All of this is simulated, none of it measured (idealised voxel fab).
process module | voxel self aligned contacts
cross-section cut | 300 nm wide | cells 5 nm
A cross-section is a grid of square cells, given in bands from the top down. A band is one or more rows of cells.
Each band's line starts with the height of the band's top and of its bottom, in nm. Then come its materials from left to right, each with its width in nm. One material with "throughout" fills the band from edge to edge. "air" is empty space.
Height 0 is the level under which the wafer as received is all one material. The lowest band goes on downwards, as in "0 down".
A width such as "30 to 40" changes by the same amount from each row of cells to the next, from the band's top row to its bottom row.
"no change" after a step means that no cell of the cross-section changed.
closed voids: empty space of 8 cells or more with no open way to the top, each as width x height at its distance from the left edge, in nm
after a step's settings: what the simulator itself notes on the step
overlay nm, on a step with a mask: how far to the right of its planned place the mask lay; to the left if negative
plan
1 op RECEIVE | material Si
2 op OXIDIZE | depth nm 5
3 op DIRECTIONAL_DEP | material polySi | thk nm 30
4 op DIRECTIONAL_DEP | material SiN | thk nm 15
5 op DIRECTIONAL_DEP | material aC | thk nm 15
6 op PATTERN | tone cover | mask id GATE | material resist | width nm 30 | pitch nm 55 | thk nm 30 | overlay nm 0
7 op DIRECTIONAL_ETCH | etch materials aC | depth nm 15
8 op STRIP | etch materials resist
9 op DIRECTIONAL_ETCH | etch materials SiN | depth nm 15
10 op DIRECTIONAL_ETCH | etch materials polySi | depth nm 30
11 op STRIP | etch materials aC
12 op CONFORMAL_DEP | material SiN | thk nm 5
13 op DIRECTIONAL_ETCH | etch materials SiN | depth nm 5
14 op FILL_DEP | material SiO2 | thk nm 15
15 op CMP | height nm 50
16 op MASKED_ETCH | tone open | mask id CONTACT | width nm 35 | etch materials SiO2 | depth nm 55 | overlay nm 0
17 op CONFORMAL_DEP | material TiN | thk nm 5
18 op FILL_DEP | material Ru | thk nm 5
19 op CMP | height nm 50
20 op CONFORMAL_DEP | material SiCN | thk nm 5
as received, after step 1
  0 down: Si throughout
  closed voids: none
a wafer at the end: this start, this plan, one mistake
  55 to 50: SiCN throughout
  50 to 45: SiO2 130 | TiN 35 | SiO2 135
  45 to 30: SiN 110 | SiO2 20 | SiN 35 | SiO2 20 | SiN 115
  30 to 0: polySi 105 | SiN 5 | SiO2 20 | SiN 5 | polySi 25 | SiN 5 | SiO2 20 | SiN 5 | polySi 110
  0 to -5: SiO2 throughout
  -5 down: Si throughout
  closed voids: none
what went wrong: step 6 ran as: op PATTERN | tone open | mask id GATE | material resist | width nm 30 | pitch nm 55 | thk nm 30 | overlay nm 0
